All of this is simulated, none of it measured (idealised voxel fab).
process module | voxel air gaps
cross-section cut | 220 nm wide | cells 5 nm
A cross-section is a grid of square cells, given in bands from the top down. A band is one or more rows of cells.
Each band's line starts with the height of the band's top and of its bottom, in nm. Then come its materials from left to right, each with its width in nm. One material with "throughout" fills the band from edge to edge. "air" is empty space.
Height 0 is the level under which the wafer as received is all one material. The lowest band goes on downwards, as in "0 down".
A width such as "30 to 40" changes by the same amount from each row of cells to the next, from the band's top row to its bottom row.
"no change" after a step means that no cell of the cross-section changed.
closed voids: empty space of 8 cells or more with no open way to the top, each as width x height at its distance from the left edge, in nm
after a step's settings: what the simulator itself notes on the step
overlay nm, on a step with a mask: how far to the right of its planned place the mask lay; to the left if negative
plan
1 op RECEIVE | material Si
2 op CONFORMAL_DEP | material SiO2 | thk nm 15
3 op CONFORMAL_DEP | material SiN | thk nm 5
4 op DIRECTIONAL_DEP | material SiO2 | thk nm 35
5 op DIRECTIONAL_DEP | material aC | thk nm 15
6 op PATTERN | tone open | mask id LINES | material resist | width nm 20 | pitch nm 50 | thk nm 30 | overlay nm 0
7 op DIRECTIONAL_ETCH | etch materials aC | depth nm 15
8 op STRIP | etch materials resist
9 op DIRECTIONAL_ETCH | etch materials SiO2 | depth nm 35
10 op STRIP | etch materials aC
11 op CONFORMAL_DEP | material TiN | thk nm 5
12 op FILL_DEP | material W | thk nm 10
13 op CMP | height nm 55
14 op EPI | material Ru | thk nm 10
15 op SELECTIVE_ETCH | etch materials SiO2 | depth nm 45
16 op CONFORMAL_DEP | material SiCN | thk nm 5
as received, after step 1
  0 down: Si throughout
  closed voids: none
first wafer at the end, as planned
  70 to 65: air 10 | SiCN 200 | air 10
  65 to 55: air 10 | SiCN 5 | Ru 40 | SiCN 10 | Ru 40 | SiCN 10 | Ru 40 | SiCN 10 | Ru 40 | SiCN 5 | air 10
  55 to 50: air 10 | SiCN 15 | TiN 5 | W 10 | TiN 5 | SiCN 30 | TiN 5 | W 10 | TiN 5 | SiCN 30 | TiN 5 | W 10 | TiN 5 | SiCN 30 | TiN 5 | W 10 | TiN 5 | SiCN 15 | air 10
  50 to 25: air 20 | SiCN 5 | TiN 5 | W 10 | TiN 5 | SiCN 5 | air 20 | SiCN 5 | TiN 5 | W 10 | TiN 5 | SiCN 5 | air 20 | SiCN 5 | TiN 5 | W 10 | TiN 5 | SiCN 5 | air 20 | SiCN 5 | TiN 5 | W 10 | TiN 5 | SiCN 5 | air 20
  25 to 20: SiCN 25 | TiN 20 | SiCN 30 | TiN 20 | SiCN 30 | TiN 20 | SiCN 30 | TiN 20 | SiCN 25
  20 to 15: SiN throughout
  15 to 0: SiO2 throughout
  0 down: Si throughout
  closed voids: 20 x 25 at 50; 20 x 25 at 100; 20 x 25 at 150
second wafer at the end: like start, like plan, one mistake
  80 to 75: SiCN throughout
  75 to 65: Ru throughout
  65 to 60: W throughout
  60 to 55: TiN 30 | W 10 | TiN 40 | W 10 | TiN 40 | W 10 | TiN 40 | W 10 | TiN 30
  55 to 25: SiO2 25 | TiN 5 | W 10 | TiN 5 | SiO2 30 | TiN 5 | W 10 | TiN 5 | SiO2 30 | TiN 5 | W 10 | TiN 5 | SiO2 30 | TiN 5 | W 10 | TiN 5 | SiO2 25
  25 to 20: SiO2 25 | TiN 20 | SiO2 30 | TiN 20 | SiO2 30 | TiN 20 | SiO2 30 | TiN 20 | SiO2 25
  20 to 15: SiN throughout
  15 to 0: SiO2 throughout
  0 down: Si throughout
  closed voids: none
what went wrong: step 13 ran as: op CMP | height nm 65
at the end the second wafer has, in cells: 24 more of Ru | 104 fewer of SiCN | 196 more of SiO2 | 36 more of TiN | 52 more of W
closed voids at the end (first wafer, second wafer): 3, 0
